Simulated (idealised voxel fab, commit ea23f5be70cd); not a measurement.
Process module in this document: voxel spacer lines
220 nm wide, 5 nm square cells: that's cross-section cut.
In this document a cross-section is written as a grid of square cells. It is given as a series of bands, listed from the top down, and a band is one or more rows of cells.
Top, bottom (nm), then materials left to right with widths (nm); lone material tagged "all across" fills the whole band edge to edge; "blank" = empty space.
Heights are reckoned from 0. Under this level, the received wafer is all of one material. The bottommost band is open-ended downward, for example "top 0, no bottom".
With a width like "30 to 40", each row of cells in the band differs from the next by the same amount, the top row carrying the first number and the bottom row the second.
"no modification", as given for a step, is the statement that not any cell of the cross-section underwent a change during that step.
Entry "Sealed internal voids". Content: empty spaces with no open connection to the top, size 8 cells or greater. Each: width x height at distance. Distance: from left edge. Unit: nm.
after a step's settings: what the simulator itself notes on the step
The "overlay nm" setting may appear on a step's line; for a step that uses a mask, it gives how far to the right of its planned position the mask lay, and a negative value indicates the left.
# Process steps (planned)
1,RECEIVE,material Si
2,CONFORMAL_DEP,material Al2O3,thk nm 10
3,DIRECTIONAL_DEP,material TiN,thk nm 15
4,DIRECTIONAL_DEP,material polySi,thk nm 30
5,PATTERN,tone cover,mask id MANDREL,material resist,width nm 25,pitch nm 70,thk nm 35,overlay nm 0
6,DIRECTIONAL_ETCH,etch materials polySi,depth nm 30
7,STRIP,etch materials resist
8,CONFORMAL_DEP,material SiO2,thk nm 10
9,DIRECTIONAL_ETCH,etch materials SiO2,depth nm 10
10,STRIP,etch materials polySi
11,DIRECTIONAL_ETCH,etch materials TiN,depth nm 15
12,STRIP,etch materials SiO2
13,FILL_DEP,material SiO2,thk nm 5
14,CMP,height nm 25
# First of two wafers, with the run carried out as planned
# Shown in cross-section is the wafer as received, that is, as it stands after step 1
    top 0, no bottom: Si all across
    Sealed internal voids: none
# Wafer after step 2 (cross-section)
    top 10, bottom 0: Al2O3 all across
    Whatever lies below 0 is exactly as it was before.
# Wafer after step 3 (cross-section)
    top 25, bottom 10: TiN all across
    Whatever lies below 10 is exactly as it was before.
# Wafer after step 4 (cross-section)
    top 55, bottom 25: polySi all across
    Whatever lies below 25 is exactly as it was before.
# Wafer after step 5 (cross-section)
    top 90, bottom 55: blank 60 nm  resist 25 nm  blank 45 nm  resist 25 nm  blank 65 nm
    Whatever lies below 55 is exactly as it was before.
# Wafer after step 6 (cross-section)
    top 90, bottom 55: blank 60 nm  resist 25 nm  blank 45 nm  resist 25 nm  blank 65 nm
    top 55, bottom 25: blank 60 nm  polySi 25 nm  blank 45 nm  polySi 25 nm  blank 65 nm
    Whatever lies below 25 is exactly as it was before.
# Wafer after step 7 (cross-section)
    top 55, bottom 25: blank 60 nm  polySi 25 nm  blank 45 nm  polySi 25 nm  blank 65 nm
    Whatever lies below 25 is exactly as it was before.
# Wafer after step 8 (cross-section)
    top 65, bottom 55: blank 50 nm  SiO2 45 nm  blank 25 nm  SiO2 45 nm  blank 55 nm
    top 55, bottom 35: blank 50 nm  SiO2 10 nm  polySi 25 nm  SiO2 10 nm  blank 25 nm  SiO2 10 nm  polySi 25 nm  SiO2 10 nm  blank 55 nm
    top 35, bottom 25: SiO2 60 nm  polySi 25 nm  SiO2 45 nm  polySi 25 nm  SiO2 65 nm
    Whatever lies below 25 is exactly as it was before.
# Wafer after step 9 (cross-section)
    top 55, bottom 25: blank 50 nm  SiO2 10 nm  polySi 25 nm  SiO2 10 nm  blank 25 nm  SiO2 10 nm  polySi 25 nm  SiO2 10 nm  blank 55 nm
    Whatever lies below 25 is exactly as it was before.
# Wafer after step 10 (cross-section)
    top 55, bottom 25: blank 50 nm  SiO2 10 nm  blank 25 nm  SiO2 10 nm  blank 25 nm  SiO2 10 nm  blank 25 nm  SiO2 10 nm  blank 55 nm
    Whatever lies below 25 is exactly as it was before.
# Wafer after step 11 (cross-section)
    top 55, bottom 25: blank 50 nm  SiO2 10 nm  blank 25 nm  SiO2 10 nm  blank 25 nm  SiO2 10 nm  blank 25 nm  SiO2 10 nm  blank 55 nm
    top 25, bottom 10: blank 50 nm  TiN 10 nm  blank 25 nm  TiN 10 nm  blank 25 nm  TiN 10 nm  blank 25 nm  TiN 10 nm  blank 55 nm
    Whatever lies below 10 is exactly as it was before.
# Wafer after step 12 (cross-section)
    top 25, bottom 10: blank 50 nm  TiN 10 nm  blank 25 nm  TiN 10 nm  blank 25 nm  TiN 10 nm  blank 25 nm  TiN 10 nm  blank 55 nm
    Whatever lies below 10 is exactly as it was before.
# Wafer after step 13 (cross-section)
    top 30, bottom 25: SiO2 all across
    top 25, bottom 10: SiO2 50 nm  TiN 10 nm  SiO2 25 nm  TiN 10 nm  SiO2 25 nm  TiN 10 nm  SiO2 25 nm  TiN 10 nm  SiO2 55 nm
    Whatever lies below 10 is exactly as it was before.
# Wafer after step 14 (cross-section)
    top 25, bottom 10: SiO2 50 nm  TiN 10 nm  SiO2 25 nm  TiN 10 nm  SiO2 25 nm  TiN 10 nm  SiO2 25 nm  TiN 10 nm  SiO2 55 nm
    Whatever lies below 10 is exactly as it was before.
# Second wafer: same start and same plan as the first, one execution error; identical to the first through step 4
# The second wafer in cross-section, at the planned close of step 5
    top 90, bottom 55: resist 60 nm  blank 25 nm  resist 45 nm  blank 25 nm  resist 65 nm
    Whatever lies below 55 is exactly as it was before.
# The second wafer in cross-section, at the planned close of step 6
    top 90, bottom 55: resist 60 nm  blank 25 nm  resist 45 nm  blank 25 nm  resist 65 nm
    top 55, bottom 25: polySi 60 nm  blank 25 nm  polySi 45 nm  blank 25 nm  polySi 65 nm
    Whatever lies below 25 is exactly as it was before.
# The second wafer in cross-section, at the planned close of step 7
    top 55, bottom 25: polySi 60 nm  blank 25 nm  polySi 45 nm  blank 25 nm  polySi 65 nm
    Whatever lies below 25 is exactly as it was before.
# The second wafer in cross-section, at the planned close of step 8
    top 65, bottom 55: SiO2 70 nm  blank 5 nm  SiO2 65 nm  blank 5 nm  SiO2 75 nm
    top 55, bottom 35: polySi 60 nm  SiO2 10 nm  blank 5 nm  SiO2 10 nm  polySi 45 nm  SiO2 10 nm  blank 5 nm  SiO2 10 nm  polySi 65 nm
    top 35, bottom 25: polySi 60 nm  SiO2 25 nm  polySi 45 nm  SiO2 25 nm  polySi 65 nm
    Whatever lies below 25 is exactly as it was before.
# The second wafer in cross-section, at the planned close of step 9
    top 55, bottom 25: polySi 60 nm  SiO2 10 nm  blank 5 nm  SiO2 10 nm  polySi 45 nm  SiO2 10 nm  blank 5 nm  SiO2 10 nm  polySi 65 nm
    Whatever lies below 25 is exactly as it was before.
# The second wafer in cross-section, at the planned close of step 10
    top 55, bottom 25: blank 60 nm  SiO2 10 nm  blank 5 nm  SiO2 10 nm  blank 45 nm  SiO2 10 nm  blank 5 nm  SiO2 10 nm  blank 65 nm
    Whatever lies below 25 is exactly as it was before.
# The second wafer in cross-section, at the planned close of step 11
    top 55, bottom 25: blank 60 nm  SiO2 10 nm  blank 5 nm  SiO2 10 nm  blank 45 nm  SiO2 10 nm  blank 5 nm  SiO2 10 nm  blank 65 nm
    top 25, bottom 10: blank 60 nm  TiN 10 nm  blank 5 nm  TiN 10 nm  blank 45 nm  TiN 10 nm  blank 5 nm  TiN 10 nm  blank 65 nm
    Whatever lies below 10 is exactly as it was before.
# The second wafer in cross-section, at the planned close of step 12
    top 25, bottom 10: blank 60 nm  TiN 10 nm  blank 5 nm  TiN 10 nm  blank 45 nm  TiN 10 nm  blank 5 nm  TiN 10 nm  blank 65 nm
    Whatever lies below 10 is exactly as it was before.
# The second wafer in cross-section, at the planned close of step 13
    top 30, bottom 25: SiO2 all across
    top 25, bottom 10: SiO2 60 nm  TiN 10 nm  SiO2 5 nm  TiN 10 nm  SiO2 45 nm  TiN 10 nm  SiO2 5 nm  TiN 10 nm  SiO2 65 nm
    Whatever lies below 10 is exactly as it was before.
# The second wafer in cross-section, at the planned close of step 14
    top 25, bottom 10: SiO2 60 nm  TiN 10 nm  SiO2 5 nm  TiN 10 nm  SiO2 45 nm  TiN 10 nm  SiO2 5 nm  TiN 10 nm  SiO2 65 nm
    Whatever lies below 10 is exactly as it was before.
Where did the run depart from the plan? for step 5, the planned setting was not used; the step was instead run as PATTERN,tone open,mask id MANDREL,material resist,width nm 25,pitch nm 70,thk nm 35,overlay nm 0
Tallied in cells, the final second wafer holds each material in the same quantity as the first, although not at the same places.
